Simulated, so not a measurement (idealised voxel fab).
The process module presented herein is designated voxel wiring stack.
Cross-section cut: width 275 nm, square cells of 5 nm.
Cross-sections here: square-cell grids, written as top-down lists of bands, a band being one or more rows of cells. Read a band's entry like this: the first values are the height of its top and the height of its bottom in nm, and what follows is the sequence of materials from left to right, each with its width in nm. Note that "air" is empty space, and that a single material marked "edge to edge" reaches across the band from edge to edge. Heights are reckoned from 0. Under this level, the received wafer is all of one material. The bottommost band is open-ended downward, for example "0 nm and below". Top row gets the first number, bottom row gets the second, and each row in between changes by the same step: that is how a band width like "30->40" works. "stayed the same", as given for a step, is the statement that not any cell of the cross-section underwent a change during that step. "Closed voids list" enumerates empty spaces isolated from the top, with no open way to it, that contain at least 8 cells, giving each as width x height at distance from the left edge, all three in nm. That trailing text on a step's line, after the settings, is the simulator's own remark on the step. Steps that use a mask can have "overlay nm" on their line. It says how far the mask sat to the right of where it was meant to be. Negative means to the left.
# Listed below are the process steps as planned
| 1 | RECEIVE: material Si |
| 2 | CONFORMAL_DEP: material SiO2, thk nm 10 |
| 3 | DIRECTIONAL_DEP: material TiN, thk nm 5 |
| 4 | DIRECTIONAL_DEP: material Ru, thk nm 20 |
| 5 | DIRECTIONAL_DEP: material aC, thk nm 10 |
| 6 | PATTERN: tone cover, mask id METAL_1, material resist, width nm 25, pitch nm 40, thk nm 25, overlay nm 0 |
| 7 | DIRECTIONAL_ETCH: etch materials aC, depth nm 10 |
| 8 | STRIP: etch materials resist |
| 9 | DIRECTIONAL_ETCH: etch materials Ru, depth nm 20 |
| 10 | DIRECTIONAL_ETCH: etch materials TiN, depth nm 5 |
| 11 | STRIP: etch materials aC |
| 12 | CONFORMAL_DEP: material SiN, thk nm 5 |
| 13 | FILL_DEP: material lowk, thk nm 5 |
| 14 | CMP: height nm 35 |
| 15 | CONFORMAL_DEP: material SiCN, thk nm 5 |
| 16 | DIRECTIONAL_DEP: material lowk, thk nm 20 |
| 17 | PATTERN: tone open, mask id PLUG_1, material resist, width nm 15, pitch nm 80, thk nm 20, overlay nm 0 |
| 18 | DIRECTIONAL_ETCH: etch materials lowk, depth nm 20 |
| 19 | DIRECTIONAL_ETCH: etch materials SiCN, depth nm 5 |
| 20 | STRIP: etch materials resist |
| 21 | EPI: material Ru, thk nm 10 |
| 22 | EPI: material Ru, thk nm 10 |
| 23 | EPI: material Ru, thk nm 5 |
| 24 | DIRECTIONAL_DEP: material TiN, thk nm 5 |
| 25 | DIRECTIONAL_DEP: material W, thk nm 25 |
| 26 | DIRECTIONAL_DEP: material aC, thk nm 10 |
| 27 | PATTERN: tone cover, mask id METAL_2, material resist, width nm 25, pitch nm 40, thk nm 30, overlay nm 0 |
| 28 | DIRECTIONAL_ETCH: etch materials aC, depth nm 10 |
| 29 | STRIP: etch materials resist |
| 30 | DIRECTIONAL_ETCH: etch materials W, depth nm 25 |
| 31 | DIRECTIONAL_ETCH: etch materials TiN, depth nm 5 |
| 32 | STRIP: etch materials aC |
| 33 | FILL_DEP: material lowk, thk nm 10 |
| 34 | CMP: height nm 90 |
| 35 | CONFORMAL_DEP: material SiN, thk nm 5 |
# Here's what the wafer looked like in cross-section when it arrived - that's after step 1
  0 nm and below = Si edge to edge
  Closed voids list: none
# Cross-section: first of two wafers, module finished, run according to plan
  95 nm to 90 nm = SiN edge to edge
  90 nm to 65 nm = 65 of lowk  25 of W  15 of lowk  25 of W  15 of lowk  25 of W  15 of lowk  25 of W  65 of lowk
  65 nm to 60 nm = 65 of lowk  25 of TiN  15 of lowk  25 of TiN  15 of lowk  25 of TiN  15 of lowk  25 of TiN  65 of lowk
  60 nm to 40 nm = 65 of lowk  15 of Ru  65 of lowk  15 of Ru  115 of lowk
  40 nm to 35 nm = 65 of SiCN  15 of Ru  65 of SiCN  15 of Ru  115 of SiCN
  35 nm to 15 nm = 60 of lowk  5 of SiN  25 of Ru  5 of SiN  5 of lowk  5 of SiN  25 of Ru  5 of SiN  5 of lowk  5 of SiN  25 of Ru  5 of SiN  5 of lowk  5 of SiN  25 of Ru  5 of SiN  60 of lowk
  15 nm to 10 nm = 65 of SiN  25 of TiN  15 of SiN  25 of TiN  15 of SiN  25 of TiN  15 of SiN  25 of TiN  65 of SiN
  10 nm to 0 nm = SiO2 edge to edge
  0 nm and below = Si edge to edge
  Closed voids list: none
# Wafer two, sectioned after the module: the first wafer's start, the first wafer's plan, and one mistake in how it was run
  95 nm to 90 nm = SiN edge to edge
  90 nm to 65 nm = 65 of lowk  25 of W  15 of lowk  25 of W  15 of lowk  25 of W  15 of lowk  25 of W  65 of lowk
  65 nm to 60 nm = 65 of lowk  25 of TiN  15 of lowk  25 of TiN  15 of lowk  25 of TiN  15 of lowk  25 of TiN  65 of lowk
  60 nm to 40 nm = 65 of lowk  15 of Ru  65 of lowk  15 of Ru  115 of lowk
  40 nm to 35 nm = 65 of SiCN  15 of Ru  65 of SiCN  15 of Ru  115 of SiCN
  35 nm to 20 nm = 60 of lowk  5 of SiN  25 of Ru  5 of SiN  5 of lowk  5 of SiN  25 of Ru  5 of SiN  5 of lowk  5 of SiN  25 of Ru  5 of SiN  5 of lowk  5 of SiN  25 of Ru  5 of SiN  60 of lowk
  20 nm to 15 nm = 65 of SiN  25 of Ru  15 of SiN  25 of Ru  15 of SiN  25 of Ru  15 of SiN  25 of Ru  65 of SiN
  15 nm to 5 nm = SiO2 edge to edge
  5 nm to 0 nm = TiN edge to edge
  0 nm and below = Si edge to edge
  Closed voids list: none
So what did we get wrong on this run? it was found that steps 2 and 3 of the process plan had been performed in exchanged positions
Looking at both finished wafers in cells, the second ends up ahead of or behind the first on some materials: 8 fewer of SiN, 35 more of TiN, 27 fewer of lowk
